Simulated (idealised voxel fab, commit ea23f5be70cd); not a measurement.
process module | voxel self aligned vias
cross-section cut | 250 nm wide | cells 5 nm
A cross-section is a grid of square cells, given in bands from the top down. A band is one or more rows of cells.
Each band's line starts with the height of the band's top and of its bottom, in nm. Then come its materials from left to right, each with its width in nm. One material with "throughout" fills the band from edge to edge. "air" is empty space.
Height 0 is the level under which the wafer as received is all one material. The lowest band goes on downwards, as in "0 down".
A width such as "30 to 40" changes by the same amount from each row of cells to the next, from the band's top row to its bottom row.
"no change" after a step means that no cell of the cross-section changed.
closed voids: empty space of 8 cells or more with no open way to the top, each as width x height at its distance from the left edge, in nm
after a step's settings: what the simulator itself notes on the step
overlay nm, on a step with a mask: how far to the right of its planned place the mask lay; to the left if negative
plan
1 op RECEIVE | material Si
2 op CONFORMAL_DEP | material SiO2 | thk nm 15
3 op CONFORMAL_DEP | material SiCN | thk nm 5
4 op DIRECTIONAL_DEP | material SiO2 | thk nm 20
5 op MASKED_ETCH | tone open | mask id LINES | width nm 20 | pitch nm 60 | etch materials SiO2 | depth nm 20 | overlay nm 0
6 op CONFORMAL_DEP | material TiN | thk nm 5
7 op FILL_DEP | material Ru | thk nm 5
8 op CMP | height nm 40
9 op SELECTIVE_ETCH | etch materials W Ru TiN | depth nm 10
10 op FILL_DEP | material SiN | thk nm 5
11 op CMP | height nm 40
12 op DIRECTIONAL_DEP | material SiO2 | thk nm 15
13 op PATTERN | tone open | mask id VIAS | material resist | width nm 30 | pitch nm 120 | thk nm 20 | overlay nm 0
14 op DIRECTIONAL_ETCH | etch materials SiO2 | depth nm 15
15 op DIRECTIONAL_ETCH | etch materials SiN | depth nm 10
16 op STRIP | etch materials resist
17 op CONFORMAL_DEP | material TiN | thk nm 5
18 op FILL_DEP | material Ru | thk nm 10
19 op CMP | height nm 55
20 op CONFORMAL_DEP | material SiN | thk nm 5
first wafer, as planned
as received, after step 1
  0 down: Si throughout
  closed voids: none
after step 2
  15 to 0: SiO2 throughout
  below 0: unchanged
after step 3
  20 to 15: SiCN throughout
  below 15: unchanged
after step 4
  40 to 20: SiO2 throughout
  below 20: unchanged
after step 5
  40 to 20: SiO2 55 | air 20 | SiO2 40 | air 20 | SiO2 40 | air 20 | SiO2 55
  below 20: unchanged
after step 6
  45 to 40: TiN 60 | air 10 | TiN 50 | air 10 | TiN 50 | air 10 | TiN 60
  40 to 25: SiO2 55 | TiN 5 | air 10 | TiN 5 | SiO2 40 | TiN 5 | air 10 | TiN 5 | SiO2 40 | TiN 5 | air 10 | TiN 5 | SiO2 55
  25 to 20: SiO2 55 | TiN 20 | SiO2 40 | TiN 20 | SiO2 40 | TiN 20 | SiO2 55
  below 20: unchanged
after step 7
  50 to 45: Ru throughout
  45 to 40: TiN 60 | Ru 10 | TiN 50 | Ru 10 | TiN 50 | Ru 10 | TiN 60
  40 to 25: SiO2 55 | TiN 5 | Ru 10 | TiN 5 | SiO2 40 | TiN 5 | Ru 10 | TiN 5 | SiO2 40 | TiN 5 | Ru 10 | TiN 5 | SiO2 55
  below 25: unchanged
after step 8
  40 to 25: SiO2 55 | TiN 5 | Ru 10 | TiN 5 | SiO2 40 | TiN 5 | Ru 10 | TiN 5 | SiO2 40 | TiN 5 | Ru 10 | TiN 5 | SiO2 55
  below 25: unchanged
after step 9
  40 to 30: SiO2 55 | air 20 | SiO2 40 | air 20 | SiO2 40 | air 20 | SiO2 55
  below 30: unchanged
after step 10
  45 to 40: SiN throughout
  40 to 30: SiO2 55 | SiN 20 | SiO2 40 | SiN 20 | SiO2 40 | SiN 20 | SiO2 55
  below 30: unchanged
after step 11
  40 to 30: SiO2 55 | SiN 20 | SiO2 40 | SiN 20 | SiO2 40 | SiN 20 | SiO2 55
  below 30: unchanged
after step 12
  55 to 40: SiO2 throughout
  below 40: unchanged
after step 13
  75 to 55: resist 50 | air 30 | resist 90 | air 30 | resist 50
  below 55: unchanged
after step 14
  75 to 55: resist 50 | air 30 | resist 90 | air 30 | resist 50
  55 to 40: SiO2 50 | air 30 | SiO2 90 | air 30 | SiO2 50
  below 40: unchanged
after step 15
  75 to 55: resist 50 | air 30 | resist 90 | air 30 | resist 50
  55 to 40: SiO2 50 | air 30 | SiO2 90 | air 30 | SiO2 50
  40 to 30: SiO2 55 | air 20 | SiO2 40 | SiN 20 | SiO2 40 | air 20 | SiO2 55
  below 30: unchanged
after step 16
  55 to 40: SiO2 50 | air 30 | SiO2 90 | air 30 | SiO2 50
  below 40: unchanged
after step 17
  60 to 55: TiN 55 | air 20 | TiN 100 | air 20 | TiN 55
  55 to 45: SiO2 50 | TiN 5 | air 20 | TiN 5 | SiO2 90 | TiN 5 | air 20 | TiN 5 | SiO2 50
  45 to 40: SiO2 50 | TiN 10 | air 10 | TiN 10 | SiO2 90 | TiN 10 | air 10 | TiN 10 | SiO2 50
  40 to 35: SiO2 55 | TiN 5 | air 10 | TiN 5 | SiO2 40 | SiN 20 | SiO2 40 | TiN 5 | air 10 | TiN 5 | SiO2 55
  35 to 30: SiO2 55 | TiN 20 | SiO2 40 | SiN 20 | SiO2 40 | TiN 20 | SiO2 55
  below 30: unchanged
after step 18
  70 to 60: Ru throughout
  60 to 55: TiN 55 | Ru 20 | TiN 100 | Ru 20 | TiN 55
  55 to 45: SiO2 50 | TiN 5 | Ru 20 | TiN 5 | SiO2 90 | TiN 5 | Ru 20 | TiN 5 | SiO2 50
  45 to 40: SiO2 50 | TiN 10 | Ru 10 | TiN 10 | SiO2 90 | TiN 10 | Ru 10 | TiN 10 | SiO2 50
  40 to 35: SiO2 55 | TiN 5 | Ru 10 | TiN 5 | SiO2 40 | SiN 20 | SiO2 40 | TiN 5 | Ru 10 | TiN 5 | SiO2 55
  below 35: unchanged
after step 19
  55 to 45: SiO2 50 | TiN 5 | Ru 20 | TiN 5 | SiO2 90 | TiN 5 | Ru 20 | TiN 5 | SiO2 50
  below 45: unchanged
after step 20
  60 to 55: SiN throughout
  below 55: unchanged
second wafer: like start, like plan, one mistake. Through step 13 it matches the first wafer
when step 14 should have ended
  75 to 55: resist 50 | air 30 | resist 90 | air 30 | resist 50
  55 to 40: SiO2 50 | air 30 | SiO2 90 | air 30 | SiO2 50
  40 to 30: SiO2 50 | air 5 | SiN 20 | air 5 | SiO2 35 | SiN 20 | SiO2 35 | air 5 | SiN 20 | air 5 | SiO2 50
  30 to 25: SiO2 50 | air 5 | TiN 5 | Ru 10 | TiN 5 | air 5 | SiO2 35 | TiN 5 | Ru 10 | TiN 5 | SiO2 35 | air 5 | TiN 5 | Ru 10 | TiN 5 | air 5 | SiO2 50
  below 25: unchanged
when step 15 should have ended
  75 to 55: resist 50 | air 30 | resist 90 | air 30 | resist 50
  55 to 40: SiO2 50 | air 30 | SiO2 90 | air 30 | SiO2 50
  40 to 30: SiO2 50 | air 30 | SiO2 35 | SiN 20 | SiO2 35 | air 30 | SiO2 50
  below 30: unchanged
when step 16 should have ended
  55 to 40: SiO2 50 | air 30 | SiO2 90 | air 30 | SiO2 50
  below 40: unchanged
when step 17 should have ended
  60 to 55: TiN 55 | air 20 | TiN 100 | air 20 | TiN 55
  55 to 40: SiO2 50 | TiN 5 | air 20 | TiN 5 | SiO2 90 | TiN 5 | air 20 | TiN 5 | SiO2 50
  40 to 35: SiO2 50 | TiN 5 | air 20 | TiN 5 | SiO2 35 | SiN 20 | SiO2 35 | TiN 5 | air 20 | TiN 5 | SiO2 50
  35 to 30: SiO2 50 | TiN 30 | SiO2 35 | SiN 20 | SiO2 35 | TiN 30 | SiO2 50
  30 to 25: SiO2 50 | TiN 10 | Ru 10 | TiN 10 | SiO2 35 | TiN 5 | Ru 10 | TiN 5 | SiO2 35 | TiN 10 | Ru 10 | TiN 10 | SiO2 50
  below 25: unchanged
when step 18 should have ended
  70 to 60: Ru throughout
  60 to 55: TiN 55 | Ru 20 | TiN 100 | Ru 20 | TiN 55
  55 to 40: SiO2 50 | TiN 5 | Ru 20 | TiN 5 | SiO2 90 | TiN 5 | Ru 20 | TiN 5 | SiO2 50
  40 to 35: SiO2 50 | TiN 5 | Ru 20 | TiN 5 | SiO2 35 | SiN 20 | SiO2 35 | TiN 5 | Ru 20 | TiN 5 | SiO2 50
  below 35: unchanged
when step 19 should have ended
  55 to 40: SiO2 50 | TiN 5 | Ru 20 | TiN 5 | SiO2 90 | TiN 5 | Ru 20 | TiN 5 | SiO2 50
  below 40: unchanged
when step 20 should have ended
  60 to 55: SiN throughout
  below 55: unchanged
what went wrong: step 14 was run twice
at the end the second wafer has, in cells: 8 more of Ru | 12 fewer of SiO2 | 4 more of TiN
